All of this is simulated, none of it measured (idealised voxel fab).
Process module under the name voxel gate over fins
FYI the section here is cut, 265 nm wide, cells are 5 nm squares.
When this document writes out a cross-section, it uses a grid of square cells and lists it as bands, beginning at the top and moving down, with a band standing for one or more rows of cells.
Within each band entry, the heights of the top and of the bottom of the band appear first, in that order and in nm; the materials of the band then follow from left to right, each with its corresponding width in nm. The designation "edge to edge" on a single material indicates that it fills the band from edge to edge; the designation "air" indicates empty space.
Heights are reckoned from 0. Under this level, the received wafer is all of one material. The bottommost band is open-ended downward, for example "top 0, no bottom".
The notation "30->40" denotes a width that varies across the rows of cells in the band, beginning at the first number in the top row, finishing at the second number in the bottom row, and changing by an identical amount from each row to the next.
"nothing changed" for a step: no cell of the cross-section changed in that step.
"Trapped voids" enumerates empty spaces isolated from the top, with no open way to it, that contain at least 8 cells, giving each as width x height at distance from the left edge, all three in nm.
On each step's line, the part that comes after the settings is the simulator's own comment on the step.
overlay nm, on a step with a mask: how far to the right of its planned place the mask lay; to the left if negative

-- Below is the list of planned process steps
1,RECEIVE with material Si
2,CONFORMAL_DEP with material SiN, thk nm 10
3,MASKED_ETCH with tone cover, mask id FINS, width nm 15, pitch nm 60, etch materials SiN, depth nm 10, overlay nm 0
4,MASKED_ETCH with tone cover, mask id FINS, width nm 15, pitch nm 60, etch materials Si, depth nm 40, overlay nm 0
5,OXIDIZE with depth nm 5
6,FILL_DEP with material SiO2, thk nm 5
7,CMP with height nm 10
8,MASKED_ETCH with tone open, mask id RAIL, width nm 15, etch materials SiO2, depth nm 45, overlay nm 0
9,CONFORMAL_DEP with material TiN, thk nm 5
10,FILL_DEP with material Ru, thk nm 10
11,CMP with height nm 10
12,SELECTIVE_ETCH with etch materials W Ru TiN, depth nm 30
13,FILL_DEP with material SiO2, thk nm 5
14,CMP with height nm 10
15,SELECTIVE_ETCH with etch materials SiO2, depth nm 10
16,STRIP with etch materials SiN
17,CONFORMAL_DEP with material HfO2, thk nm 5
18,CONFORMAL_DEP with material TiN, thk nm 5
19,CONFORMAL_DEP with material TiAl, thk nm 5
20,CONFORMAL_DEP with material TiN, thk nm 5
21,FILL_DEP with material W, thk nm 10
22,CMP with height nm 25
23,CONFORMAL_DEP with material SiCN, thk nm 10
The wafers in this document start out alike and differ in the depth nm applied at step 15; the plan shows the value used for the first wafer.

-- The first of several wafers, as received after step 1, seen in section
> top 0, no bottom = Si edge to edge
> Trapped voids: none

-- The first of several wafers, seen in cross-section after the module's last step, step 23
> top 35, bottom 25 = SiCN edge to edge
> top 25, bottom 20 = W edge to edge
> top 20, bottom 15 = TiN edge to edge
> top 15, bottom 10 = TiAl edge to edge
> top 10, bottom 5 = TiN edge to edge
> top 5, bottom 0 = HfO2 edge to edge
> top 0, bottom -20 = 40 SiO2, then 5 Si, then 55 SiO2, then 5 Si, then 55 SiO2, then 5 Si, then 55 SiO2, then 5 Si, then 40 SiO2
> top -20, bottom -30 = 40 SiO2, then 5 Si, then 20 SiO2, then 5 TiN, then 5 Ru, then 5 TiN, then 20 SiO2, then 5 Si, then 55 SiO2, then 5 Si, then 55 SiO2, then 5 Si, then 40 SiO2
> top -30, bottom -35 = 40 SiO2, then 5 Si, then 20 SiO2, then 15 TiN, then 20 SiO2, then 5 Si, then 55 SiO2, then 5 Si, then 55 SiO2, then 5 Si, then 40 SiO2
> top -35, bottom -45 = 40 SiO2, then 5 Si, then 55 SiO2, then 5 Si, then 55 SiO2, then 5 Si, then 55 SiO2, then 5 Si, then 40 SiO2
> top -45, no bottom = Si edge to edge
> Trapped voids: none

-- So this is the cross-section on the last wafer at the end of the module
> top 35, bottom 25 = SiCN edge to edge
> top 25, bottom 20 = W edge to edge
> top 20, bottom 15 = 20 W, then 45 TiN, then 15 W, then 45 TiN, then 15 W, then 45 TiN, then 15 W, then 45 TiN, then 20 W
> top 15, bottom 10 = 20 W, then 5 TiN, then 35 TiAl, then 5 TiN, then 15 W, then 5 TiN, then 35 TiAl, then 5 TiN, then 15 W, then 5 TiN, then 35 TiAl, then 5 TiN, then 15 W, then 5 TiN, then 35 TiAl, then 5 TiN, then 20 W
> top 10, bottom 5 = 20 W, then 5 TiN, then 5 TiAl, then 25 TiN, then 5 TiAl, then 5 TiN, then 15 W, then 5 TiN, then 5 TiAl, then 25 TiN, then 5 TiAl, then 5 TiN, then 15 W, then 5 TiN, then 5 TiAl, then 25 TiN, then 5 TiAl, then 5 TiN, then 15 W, then 5 TiN, then 5 TiAl, then 25 TiN, then 5 TiAl, then 5 TiN, then 20 W
> top 5, bottom 0 = 20 W, then 5 TiN, then 5 TiAl, then 5 TiN, then 15 HfO2, then 5 TiN, then 5 TiAl, then 5 TiN, then 15 W, then 5 TiN, then 5 TiAl, then 5 TiN, then 15 HfO2, then 5 TiN, then 5 TiAl, then 5 TiN, then 15 W, then 5 TiN, then 5 TiAl, then 5 TiN, then 15 HfO2, then 5 TiN, then 5 TiAl, then 5 TiN, then 15 W, then 5 TiN, then 5 TiAl, then 5 TiN, then 15 HfO2, then 5 TiN, then 5 TiAl, then 5 TiN, then 20 W
> top 0, bottom -5 = 20 W, then 5 TiN, then 5 TiAl, then 5 TiN, then 5 HfO2, then 5 Si, then 5 HfO2, then 5 TiN, then 5 TiAl, then 25 TiN, then 5 TiAl, then 5 TiN, then 5 HfO2, then 5 Si, then 5 HfO2, then 5 TiN, then 5 TiAl, then 5 TiN, then 15 W, then 5 TiN, then 5 TiAl, then 5 TiN, then 5 HfO2, then 5 Si, then 5 HfO2, then 5 TiN, then 5 TiAl, then 5 TiN, then 15 W, then 5 TiN, then 5 TiAl, then 5 TiN, then 5 HfO2, then 5 Si, then 5 HfO2, then 5 TiN, then 5 TiAl, then 5 TiN, then 20 W
> top -5, bottom -10 = 25 TiN, then 5 TiAl, then 5 TiN, then 5 HfO2, then 5 Si, then 5 HfO2, then 5 TiN, then 35 TiAl, then 5 TiN, then 5 HfO2, then 5 Si, then 5 HfO2, then 5 TiN, then 5 TiAl, then 25 TiN, then 5 TiAl, then 5 TiN, then 5 HfO2, then 5 Si, then 5 HfO2, then 5 TiN, then 5 TiAl, then 25 TiN, then 5 TiAl, then 5 TiN, then 5 HfO2, then 5 Si, then 5 HfO2, then 5 TiN, then 5 TiAl, then 25 TiN
> top -10, bottom -15 = 30 TiAl, then 5 TiN, then 5 HfO2, then 5 Si, then 5 HfO2, then 45 TiN, then 5 HfO2, then 5 Si, then 5 HfO2, then 5 TiN, then 35 TiAl, then 5 TiN, then 5 HfO2, then 5 Si, then 5 HfO2, then 5 TiN, then 35 TiAl, then 5 TiN, then 5 HfO2, then 5 Si, then 5 HfO2, then 5 TiN, then 30 TiAl
> top -15, bottom -20 = 35 TiN, then 5 HfO2, then 5 Si, then 5 HfO2, then 10 TiN, then 25 HfO2, then 10 TiN, then 5 HfO2, then 5 Si, then 5 HfO2, then 45 TiN, then 5 HfO2, then 5 Si, then 5 HfO2, then 45 TiN, then 5 HfO2, then 5 Si, then 5 HfO2, then 35 TiN
> top -20, bottom -25 = 40 HfO2, then 5 Si, then 20 HfO2, then 5 TiN, then 5 Ru, then 5 TiN, then 20 HfO2, then 5 Si, then 55 HfO2, then 5 Si, then 55 HfO2, then 5 Si, then 40 HfO2
> top -25, bottom -30 = 40 SiO2, then 5 Si, then 20 SiO2, then 5 TiN, then 5 Ru, then 5 TiN, then 20 SiO2, then 5 Si, then 55 SiO2, then 5 Si, then 55 SiO2, then 5 Si, then 40 SiO2
> top -30, bottom -35 = 40 SiO2, then 5 Si, then 20 SiO2, then 15 TiN, then 20 SiO2, then 5 Si, then 55 SiO2, then 5 Si, then 55 SiO2, then 5 Si, then 40 SiO2
> top -35, bottom -45 = 40 SiO2, then 5 Si, then 55 SiO2, then 5 Si, then 55 SiO2, then 5 Si, then 55 SiO2, then 5 Si, then 40 SiO2
> top -45, no bottom = Si edge to edge
> Trapped voids: none

-- Here is how to read the rows: every wafer has a row, and it shows the wafer at the end of the module, giving for each material how many cells were gained (+) or lost (-) since the wafer was received, then listing its closed voids
depth nm 10 | +53 HfO2 | +2 Ru | -441 Si | +106 SiCN | +432 SiO2 | +53 TiAl | +113 TiN | +53 W | Trapped voids: none
depth nm 15 | +61 HfO2 | +2 Ru | -441 Si | +106 SiCN | +383 SiO2 | +61 TiAl | +129 TiN | +70 W | Trapped voids: none
depth nm 20 | +69 HfO2 | +2 Ru | -441 Si | +106 SiCN | +334 SiO2 | +69 TiAl | +145 TiN | +87 W | Trapped voids: none
depth nm 25 | +77 HfO2 | +2 Ru | -441 Si | +106 SiCN | +285 SiO2 | +77 TiAl | +161 TiN | +104 W | Trapped voids: none
depth nm 30 | +85 HfO2 | +2 Ru | -441 Si | +106 SiCN | +236 SiO2 | +85 TiAl | +177 TiN | +121 W | Trapped voids: none
depth nm 35 | +95 HfO2 | +2 Ru | -441 Si | +106 SiCN | +190 SiO2 | +91 TiAl | +193 TiN | +135 W | Trapped voids: none
